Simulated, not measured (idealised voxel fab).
Name of the process module below: voxel self aligned vias
The figure presents cross-section cut, which has a width of 260 nm and is divided into square cells with an edge length of 5 nm.
Cross-section, as written here: a square-cell grid given band by band from the top down, where a band holds one or more rows of cells.
Top height, bottom height, nm. Materials left to right, width each, nm. Single material + "all across" = fills band edge to edge. "blank" = empty.
The level at which height equals 0 is the one under which the wafer, as it arrives, is entirely one material. No lower edge exists for the bottom band, which continues downward and is notated as in "0 down".
Width spec "30..40" -> top row of cells at first value, bottom row at second value, equal per-row change in between.
Given "no alteration" for a step, no cell of the cross-section differs between before and after that step.
You'll see "Closed void catalog" listing empty spaces that have no way open to the top, as long as they're 8 cells or more; the notation is width x height at distance, where the distance is from the left edge, and all of it is in nm.
It should be noted that, on the line of a given step, the content following the step's settings is a remark produced by the simulator itself with respect to that step.
overlay nm, on a step with a mask: how far to the right of its planned place the mask lay; to the left if negative

Planned step list for the process:
1. RECEIVE with material Si
2. CONFORMAL_DEP with material SiO2, thk nm 10
3. CONFORMAL_DEP with material SiCN, thk nm 5
4. DIRECTIONAL_DEP with material lowk, thk nm 30
5. MASKED_ETCH with tone open, mask id LINES, width nm 30, pitch nm 70, etch materials lowk, depth nm 30, overlay nm 0
6. CONFORMAL_DEP with material TiN, thk nm 5
7. FILL_DEP with material Ru, thk nm 5
8. CMP with height nm 45
9. SELECTIVE_ETCH with etch materials W Ru TiN, depth nm 10
10. FILL_DEP with material SiN, thk nm 5
11. CMP with height nm 45
12. DIRECTIONAL_DEP with material lowk, thk nm 15
13. MASKED_ETCH with tone open, mask id VIAS, width nm 50, pitch nm 140, etch materials lowk, depth nm 15, overlay nm 0
14. MASKED_ETCH with tone open, mask id VIAS, width nm 50, pitch nm 140, etch materials SiN, depth nm 10, overlay nm 0
15. CONFORMAL_DEP with material TiN, thk nm 5
16. FILL_DEP with material Ru, thk nm 10
17. CMP with height nm 60
18. CONFORMAL_DEP with material SiCN, thk nm 5

So, the first of our two wafers, run just as we planned it:

Received-state cross-section, reflecting completion of step 1:
  0 down  Si all across
  Closed void catalog: none

Step 2 done - wafer cross-section:
  10 to 0  SiO2 all across
  Nothing below the height 0 has changed.

Step 3 done - wafer cross-section:
  15 to 10  SiCN all across
  Nothing below the height 10 has changed.

Step 4 done - wafer cross-section:
  45 to 15  lowk all across
  Nothing below the height 15 has changed.

Step 5 done - wafer cross-section:
  45 to 15  lowk 45, then blank 30, then lowk 40, then blank 30, then lowk 40, then blank 30, then lowk 45
  Nothing below the height 15 has changed.

Step 6 done - wafer cross-section:
  50 to 45  TiN 50, then blank 20, then TiN 50, then blank 20, then TiN 50, then blank 20, then TiN 50
  45 to 20  lowk 45, then TiN 5, then blank 20, then TiN 5, then lowk 40, then TiN 5, then blank 20, then TiN 5, then lowk 40, then TiN 5, then blank 20, then TiN 5, then lowk 45
  20 to 15  lowk 45, then TiN 30, then lowk 40, then TiN 30, then lowk 40, then TiN 30, then lowk 45
  Nothing below the height 15 has changed.

Step 7 done - wafer cross-section:
  55 to 50  Ru all across
  50 to 45  TiN 50, then Ru 20, then TiN 50, then Ru 20, then TiN 50, then Ru 20, then TiN 50
  45 to 20  lowk 45, then TiN 5, then Ru 20, then TiN 5, then lowk 40, then TiN 5, then Ru 20, then TiN 5, then lowk 40, then TiN 5, then Ru 20, then TiN 5, then lowk 45
  Nothing below the height 20 has changed.

Step 8 done - wafer cross-section:
  45 to 20  lowk 45, then TiN 5, then Ru 20, then TiN 5, then lowk 40, then TiN 5, then Ru 20, then TiN 5, then lowk 40, then TiN 5, then Ru 20, then TiN 5, then lowk 45
  Nothing below the height 20 has changed.

Step 9 done - wafer cross-section:
  45 to 35  lowk 45, then blank 30, then lowk 40, then blank 30, then lowk 40, then blank 30, then lowk 45
  Nothing below the height 35 has changed.

Step 10 done - wafer cross-section:
  50 to 45  SiN all across
  45 to 35  lowk 45, then SiN 30, then lowk 40, then SiN 30, then lowk 40, then SiN 30, then lowk 45
  Nothing below the height 35 has changed.

Step 11 done - wafer cross-section:
  45 to 35  lowk 45, then SiN 30, then lowk 40, then SiN 30, then lowk 40, then SiN 30, then lowk 45
  Nothing below the height 35 has changed.

Step 12 done - wafer cross-section:
  60 to 45  lowk all across
  Nothing below the height 45 has changed.

Step 13 done - wafer cross-section:
  60 to 45  lowk 35, then blank 50, then lowk 90, then blank 50, then lowk 35
  Nothing below the height 45 has changed.

Step 14 done - wafer cross-section:
  60 to 45  lowk 35, then blank 50, then lowk 90, then blank 50, then lowk 35
  45 to 35  lowk 45, then blank 30, then lowk 40, then SiN 30, then lowk 40, then blank 30, then lowk 45
  Nothing below the height 35 has changed.

Step 15 done - wafer cross-section:
  65 to 60  TiN 40, then blank 40, then TiN 100, then blank 40, then TiN 40
  60 to 50  lowk 35, then TiN 5, then blank 40, then TiN 5, then lowk 90, then TiN 5, then blank 40, then TiN 5, then lowk 35
  50 to 45  lowk 35, then TiN 15, then blank 20, then TiN 15, then lowk 90, then TiN 15, then blank 20, then TiN 15, then lowk 35
  45 to 40  lowk 45, then TiN 5, then blank 20, then TiN 5, then lowk 40, then SiN 30, then lowk 40, then TiN 5, then blank 20, then TiN 5, then lowk 45
  40 to 35  lowk 45, then TiN 30, then lowk 40, then SiN 30, then lowk 40, then TiN 30, then lowk 45
  Nothing below the height 35 has changed.

Step 16 done - wafer cross-section:
  75 to 65  Ru all across
  65 to 60  TiN 40, then Ru 40, then TiN 100, then Ru 40, then TiN 40
  60 to 50  lowk 35, then TiN 5, then Ru 40, then TiN 5, then lowk 90, then TiN 5, then Ru 40, then TiN 5, then lowk 35
  50 to 45  lowk 35, then TiN 15, then Ru 20, then TiN 15, then lowk 90, then TiN 15, then Ru 20, then TiN 15, then lowk 35
  45 to 40  lowk 45, then TiN 5, then Ru 20, then TiN 5, then lowk 40, then SiN 30, then lowk 40, then TiN 5, then Ru 20, then TiN 5, then lowk 45
  Nothing below the height 40 has changed.

Step 17 done - wafer cross-section:
  60 to 50  lowk 35, then TiN 5, then Ru 40, then TiN 5, then lowk 90, then TiN 5, then Ru 40, then TiN 5, then lowk 35
  Nothing below the height 50 has changed.

Step 18 done - wafer cross-section:
  65 to 60  SiCN all across
  Nothing below the height 60 has changed.

Second wafer: like start, like plan, one mistake. Through step 4 it matches the first wafer:

Planned end of step 5: second wafer, cross-section:
  45 to 15  lowk 45, then blank 35, then lowk 35, then blank 35, then lowk 35, then blank 35, then lowk 40
  Nothing below the height 15 has changed.

Planned end of step 6: second wafer, cross-section:
  50 to 45  TiN 50, then blank 25, then TiN 45, then blank 25, then TiN 45, then blank 25, then TiN 45
  45 to 20  lowk 45, then TiN 5, then blank 25, then TiN 5, then lowk 35, then TiN 5, then blank 25, then TiN 5, then lowk 35, then TiN 5, then blank 25, then TiN 5, then lowk 40
  20 to 15  lowk 45, then TiN 35, then lowk 35, then TiN 35, then lowk 35, then TiN 35, then lowk 40
  Nothing below the height 15 has changed.

Planned end of step 7: second wafer, cross-section:
  55 to 50  Ru all across
  50 to 45  TiN 50, then Ru 25, then TiN 45, then Ru 25, then TiN 45, then Ru 25, then TiN 45
  45 to 20  lowk 45, then TiN 5, then Ru 25, then TiN 5, then lowk 35, then TiN 5, then Ru 25, then TiN 5, then lowk 35, then TiN 5, then Ru 25, then TiN 5, then lowk 40
  Nothing below the height 20 has changed.

Planned end of step 8: second wafer, cross-section:
  45 to 20  lowk 45, then TiN 5, then Ru 25, then TiN 5, then lowk 35, then TiN 5, then Ru 25, then TiN 5, then lowk 35, then TiN 5, then Ru 25, then TiN 5, then lowk 40
  Nothing below the height 20 has changed.

Planned end of step 9: second wafer, cross-section:
  45 to 35  lowk 45, then blank 35, then lowk 35, then blank 35, then lowk 35, then blank 35, then lowk 40
  Nothing below the height 35 has changed.

Planned end of step 10: second wafer, cross-section:
  50 to 45  SiN all across
  45 to 35  lowk 45, then SiN 35, then lowk 35, then SiN 35, then lowk 35, then SiN 35, then lowk 40
  Nothing below the height 35 has changed.

Planned end of step 11: second wafer, cross-section:
  45 to 35  lowk 45, then SiN 35, then lowk 35, then SiN 35, then lowk 35, then SiN 35, then lowk 40
  Nothing below the height 35 has changed.

Planned end of step 12: second wafer, cross-section:
  60 to 45  lowk all across
  Nothing below the height 45 has changed.

Planned end of step 13: second wafer, cross-section:
  60 to 45  lowk 35, then blank 50, then lowk 90, then blank 50, then lowk 35
  Nothing below the height 45 has changed.

Planned end of step 14: second wafer, cross-section:
  60 to 45  lowk 35, then blank 50, then lowk 90, then blank 50, then lowk 35
  45 to 35  lowk 45, then blank 35, then lowk 35, then SiN 35, then lowk 35, then blank 35, then lowk 40
  Nothing below the height 35 has changed.

Planned end of step 15: second wafer, cross-section:
  65 to 60  TiN 40, then blank 40, then TiN 100, then blank 40, then TiN 40
  60 to 50  lowk 35, then TiN 5, then blank 40, then TiN 5, then lowk 90, then TiN 5, then blank 40, then TiN 5, then lowk 35
  50 to 45  lowk 35, then TiN 15, then blank 25, then TiN 10, then lowk 90, then TiN 15, then blank 25, then TiN 10, then lowk 35
  45 to 40  lowk 45, then TiN 5, then blank 25, then TiN 5, then lowk 35, then SiN 35, then lowk 35, then TiN 5, then blank 25, then TiN 5, then lowk 40
  40 to 35  lowk 45, then TiN 35, then lowk 35, then SiN 35, then lowk 35, then TiN 35, then lowk 40
  Nothing below the height 35 has changed.

Planned end of step 16: second wafer, cross-section:
  75 to 65  Ru all across
  65 to 60  TiN 40, then Ru 40, then TiN 100, then Ru 40, then TiN 40
  60 to 50  lowk 35, then TiN 5, then Ru 40, then TiN 5, then lowk 90, then TiN 5, then Ru 40, then TiN 5, then lowk 35
  50 to 45  lowk 35, then TiN 15, then Ru 25, then TiN 10, then lowk 90, then TiN 15, then Ru 25, then TiN 10, then lowk 35
  45 to 40  lowk 45, then TiN 5, then Ru 25, then TiN 5, then lowk 35, then SiN 35, then lowk 35, then TiN 5, then Ru 25, then TiN 5, then lowk 40
  Nothing below the height 40 has changed.

Planned end of step 17: second wafer, cross-section:
  60 to 50  lowk 35, then TiN 5, then Ru 40, then TiN 5, then lowk 90, then TiN 5, then Ru 40, then TiN 5, then lowk 35
  Nothing below the height 50 has changed.

Planned end of step 18: second wafer, cross-section:
  65 to 60  SiCN all across
  Nothing below the height 60 has changed.
It is concluded that the wafer was processed incorrectly with respect to the plan, in that step 5 did not happen as planned, as run it was MASKED_ETCH with tone open, mask id LINES, width nm 35, pitch nm 70, etch materials lowk, depth nm 30, overlay nm 0
Wrapping up, a cell-based count of both wafers puts the second over or under the first for these materials: Ru +13 | SiN +2 | TiN +3 | lowk -18
